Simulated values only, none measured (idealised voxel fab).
Process module heading - voxel self aligned contacts
Cross-sectional view cut (width: 160 nm; square cell size: 5 nm).
A cross-section in this document is a grid of square cells, and it is written down as bands, the top band listed before the ones below it; a band is made up of one or more rows of cells.
Top height, bottom height, nm. Materials left to right, width each, nm. Single material + "edge to edge" = fills band edge to edge. "empty" = empty.
We count height from 0. Below that, the starting wafer is all one material. The lowest band never ends at the bottom but goes on down; see "from 0 down" for how that is written.
A two-number width, for instance "30..40", indicates that the width is equal to the first number in the top row of the band and to the second number in the bottom row, and that it changes by a constant amount per row of cells.
"identical to before", as given for a step, is the statement that not any cell of the cross-section underwent a change during that step.
"Enclosed cavity list" - sealed voids, min. 8 cells, no opening to top; format: width x height at distance (distance from left edge; nm throughout).
Step line, after settings: the simulator's comment on this step.
Each step line may optionally specify "overlay nm", which for a step with a mask gives the rightward distance between the mask's planned place and where it lay, a negative value indicating the leftward direction.

# Process steps - plan
- 1: RECEIVE (material Si)
- 2: CONFORMAL_DEP (material SiO2; thk nm 5)
- 3: DIRECTIONAL_DEP (material polySi; thk nm 20)
- 4: DIRECTIONAL_DEP (material SiN; thk nm 15)
- 5: DIRECTIONAL_DEP (material aC; thk nm 15)
- 6: PATTERN (tone cover; mask id GATE; material resist; width nm 30; pitch nm 65; thk nm 30; overlay nm 0)
- 7: DIRECTIONAL_ETCH (etch materials aC; depth nm 15)
- 8: STRIP (etch materials resist)
- 9: DIRECTIONAL_ETCH (etch materials SiN; depth nm 15)
- 10: DIRECTIONAL_ETCH (etch materials polySi; depth nm 20)
- 11: STRIP (etch materials aC)
- 12: CONFORMAL_DEP (material SiN; thk nm 5)
- 13: DIRECTIONAL_ETCH (etch materials SiN; depth nm 5)
- 14: FILL_DEP (material SiO2; thk nm 15)
- 15: CMP (height nm 45)
- 16: DIRECTIONAL_DEP (material aC; thk nm 15)
- 17: PATTERN (tone open; mask id CONTACT; material resist; width nm 45; thk nm 30; overlay nm 0)
- 18: DIRECTIONAL_ETCH (etch materials aC; depth nm 15)
- 19: STRIP (etch materials resist)
- 20: DIRECTIONAL_ETCH (etch materials SiO2; depth nm 45)
- 21: STRIP (etch materials aC)
- 22: CONFORMAL_DEP (material TiN; thk nm 5)
- 23: FILL_DEP (material W; thk nm 10)
- 24: CMP (height nm 45)
- 25: CONFORMAL_DEP (material SiCN; thk nm 5)

# Cross-section: wafer on arrival = after step 1
* from 0 down | Si edge to edge
* Enclosed cavity list: none

# Module complete - cross-section of the first of two wafers, run according to plan
* from 50 to 45 | SiCN edge to edge
* from 45 to 40 | 55 nm SiO2, then 15 nm TiN, then 15 nm W, then 15 nm TiN, then 60 nm SiO2
* from 40 to 25 | 25 nm SiO2, then 40 nm SiN, then 5 nm TiN, then 15 nm W, then 5 nm TiN, then 40 nm SiN, then 30 nm SiO2
* from 25 to 5 | 25 nm SiO2, then 5 nm SiN, then 30 nm polySi, then 5 nm SiN, then 5 nm TiN, then 15 nm W, then 5 nm TiN, then 5 nm SiN, then 30 nm polySi, then 5 nm SiN, then 30 nm SiO2
* from 5 to 0 | 65 nm SiO2, then 25 nm TiN, then 70 nm SiO2
* from 0 down | Si edge to edge
* Enclosed cavity list: none

# This is the second of the two wafers, cross-sectioned at the end of the module; it started exactly like the first and was given the same plan, but it was run with one mistake
* from 50 to 45 | SiCN edge to edge
* from 45 to 35 | 55 nm SiO2, then 5..15 nm TiN, then 35..15 nm W, then 5..15 nm TiN, then 60 nm SiO2
* from 35 to 20 | 25 nm SiO2, then 40 nm SiN, then 5 nm TiN, then 15 nm W, then 5 nm TiN, then 40 nm SiN, then 30 nm SiO2
* from 20 to 5 | 25 nm SiO2, then 5 nm SiN, then 30 nm polySi, then 5 nm SiN, then 5 nm TiN, then 15 nm W, then 5 nm TiN, then 5 nm SiN, then 30 nm polySi, then 5 nm SiN, then 30 nm SiO2
* from 5 to 0 | 65 nm SiO2, then 25 nm TiN, then 70 nm SiO2
* from 0 down | Si edge to edge
* Enclosed cavity list: none
what went wrong: step 3: run off-plan, actual operation and settings DIRECTIONAL_DEP (material polySi; thk nm 15)
Cell-count delta at end, second wafer over first, by material: SiN: 4 fewer, SiO2: 12 more, W: 4 more, polySi: 12 fewer
